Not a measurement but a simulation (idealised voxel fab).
process module | voxel gate over fins
cross-section cut | 165 nm wide | cells 5 nm
A cross-section is a grid of square cells, given in bands from the top down. A band is one or more rows of cells.
Each band's line starts with the height of the band's top and of its bottom, in nm. Then come its materials from left to right, each with its width in nm. One material with "throughout" fills the band from edge to edge. "air" is empty space.
Height 0 is the level under which the wafer as received is all one material. The lowest band goes on downwards, as in "0 down".
A width such as "30 to 40" changes by the same amount from each row of cells to the next, from the band's top row to its bottom row.
"no change" after a step means that no cell of the cross-section changed.
closed voids: empty space of 8 cells or more with no open way to the top, each as width x height at its distance from the left edge, in nm
after a step's settings: what the simulator itself notes on the step
overlay nm, on a step with a mask: how far to the right of its planned place the mask lay; to the left if negative
plan
1 op RECEIVE | material Si
2 op CONFORMAL_DEP | material SiN | thk nm 5
3 op MASKED_ETCH | tone cover | mask id FINS | width nm 15 | pitch nm 45 | etch materials SiN | depth nm 5 | overlay nm 0
4 op MASKED_ETCH | tone cover | mask id FINS | width nm 15 | pitch nm 45 | etch materials Si | depth nm 30 | overlay nm 0
5 op OXIDIZE | depth nm 5
6 op FILL_DEP | material SiO2 | thk nm 10
7 op CMP | height nm 5
8 op SELECTIVE_ETCH | etch materials SiO2 | depth nm 20
9 op STRIP | etch materials SiN
10 op CONFORMAL_DEP | material HfO2 | thk nm 5
11 op CONFORMAL_DEP | material TiN | thk nm 5
12 op FILL_DEP | material W | thk nm 15
13 op CMP | height nm 20
14 op CONFORMAL_DEP | material SiN | thk nm 10
first wafer, as planned
as received, after step 1
  0 down: Si throughout
  closed voids: none
after step 2
  5 to 0: SiN throughout
  below 0: unchanged
after step 3
  5 to 0: air 30 | SiN 15 | air 30 | SiN 15 | air 30 | SiN 15 | air 30
  below 0: unchanged
after step 4
  5 to 0: air 30 | SiN 15 | air 30 | SiN 15 | air 30 | SiN 15 | air 30
  0 to -30: air 30 | Si 15 | air 30 | Si 15 | air 30 | Si 15 | air 30
  below -30: unchanged
after step 5
  5 to 0: air 30 | SiN 15 | air 30 | SiN 15 | air 30 | SiN 15 | air 30
  0 to -30: air 30 | SiO2 5 | Si 5 | SiO2 5 | air 30 | SiO2 5 | Si 5 | SiO2 5 | air 30 | SiO2 5 | Si 5 | SiO2 5 | air 30
  -30 to -35: SiO2 35 | Si 5 | SiO2 40 | Si 5 | SiO2 40 | Si 5 | SiO2 35
  below -35: unchanged
after step 6
  15 to 5: SiO2 throughout
  5 to 0: SiO2 30 | SiN 15 | SiO2 30 | SiN 15 | SiO2 30 | SiN 15 | SiO2 30
  0 to -35: SiO2 35 | Si 5 | SiO2 40 | Si 5 | SiO2 40 | Si 5 | SiO2 35
  below -35: unchanged
after step 7
  5 to 0: SiO2 30 | SiN 15 | SiO2 30 | SiN 15 | SiO2 30 | SiN 15 | SiO2 30
  below 0: unchanged
after step 8
  5 to 0: air 30 | SiN 15 | air 30 | SiN 15 | air 30 | SiN 15 | air 30
  0 to -15: air 35 | Si 5 | air 40 | Si 5 | air 40 | Si 5 | air 35
  below -15: unchanged
after step 9
  0 to -15: air 35 | Si 5 | air 40 | Si 5 | air 40 | Si 5 | air 35
  below -15: unchanged
after step 10
  5 to 0: air 30 | HfO2 15 | air 30 | HfO2 15 | air 30 | HfO2 15 | air 30
  0 to -10: air 30 | HfO2 5 | Si 5 | HfO2 5 | air 30 | HfO2 5 | Si 5 | HfO2 5 | air 30 | HfO2 5 | Si 5 | HfO2 5 | air 30
  -10 to -15: HfO2 35 | Si 5 | HfO2 40 | Si 5 | HfO2 40 | Si 5 | HfO2 35
  below -15: unchanged
after step 11
  10 to 5: air 25 | TiN 25 | air 20 | TiN 25 | air 20 | TiN 25 | air 25
  5 to 0: air 25 | TiN 5 | HfO2 15 | TiN 5 | air 20 | TiN 5 | HfO2 15 | TiN 5 | air 20 | TiN 5 | HfO2 15 | TiN 5 | air 25
  0 to -5: air 25 | TiN 5 | HfO2 5 | Si 5 | HfO2 5 | TiN 5 | air 20 | TiN 5 | HfO2 5 | Si 5 | HfO2 5 | TiN 5 | air 20 | TiN 5 | HfO2 5 | Si 5 | HfO2 5 | TiN 5 | air 25
  -5 to -10: TiN 30 | HfO2 5 | Si 5 | HfO2 5 | TiN 30 | HfO2 5 | Si 5 | HfO2 5 | TiN 30 | HfO2 5 | Si 5 | HfO2 5 | TiN 30
  below -10: unchanged
after step 12
  25 to 10: W throughout
  10 to 5: W 25 | TiN 25 | W 20 | TiN 25 | W 20 | TiN 25 | W 25
  5 to 0: W 25 | TiN 5 | HfO2 15 | TiN 5 | W 20 | TiN 5 | HfO2 15 | TiN 5 | W 20 | TiN 5 | HfO2 15 | TiN 5 | W 25
  0 to -5: W 25 | TiN 5 | HfO2 5 | Si 5 | HfO2 5 | TiN 5 | W 20 | TiN 5 | HfO2 5 | Si 5 | HfO2 5 | TiN 5 | W 20 | TiN 5 | HfO2 5 | Si 5 | HfO2 5 | TiN 5 | W 25
  below -5: unchanged
after step 13
  20 to 10: W throughout
  below 10: unchanged
after step 14
  30 to 20: SiN throughout
  below 20: unchanged
second wafer: like start, like plan, one mistake. Through step 10 it matches the first wafer
when step 11 should have ended
  10 to 5: air 25 | SiN 25 | air 20 | SiN 25 | air 20 | SiN 25 | air 25
  5 to 0: air 25 | SiN 5 | HfO2 15 | SiN 5 | air 20 | SiN 5 | HfO2 15 | SiN 5 | air 20 | SiN 5 | HfO2 15 | SiN 5 | air 25
  0 to -5: air 25 | SiN 5 | HfO2 5 | Si 5 | HfO2 5 | SiN 5 | air 20 | SiN 5 | HfO2 5 | Si 5 | HfO2 5 | SiN 5 | air 20 | SiN 5 | HfO2 5 | Si 5 | HfO2 5 | SiN 5 | air 25
  -5 to -10: SiN 30 | HfO2 5 | Si 5 | HfO2 5 | SiN 30 | HfO2 5 | Si 5 | HfO2 5 | SiN 30 | HfO2 5 | Si 5 | HfO2 5 | SiN 30
  below -10: unchanged
when step 12 should have ended
  25 to 10: W throughout
  10 to 5: W 25 | SiN 25 | W 20 | SiN 25 | W 20 | SiN 25 | W 25
  5 to 0: W 25 | SiN 5 | HfO2 15 | SiN 5 | W 20 | SiN 5 | HfO2 15 | SiN 5 | W 20 | SiN 5 | HfO2 15 | SiN 5 | W 25
  0 to -5: W 25 | SiN 5 | HfO2 5 | Si 5 | HfO2 5 | SiN 5 | W 20 | SiN 5 | HfO2 5 | Si 5 | HfO2 5 | SiN 5 | W 20 | SiN 5 | HfO2 5 | Si 5 | HfO2 5 | SiN 5 | W 25
  below -5: unchanged
when step 13 should have ended
  20 to 10: W throughout
  below 10: unchanged
when step 14 should have ended
  30 to 20: SiN throughout
  below 20: unchanged
what went wrong: step 11 ran as: op CONFORMAL_DEP | material SiN | thk nm 5
at the end the second wafer has, in cells: 51 more of SiN | 51 fewer of TiN
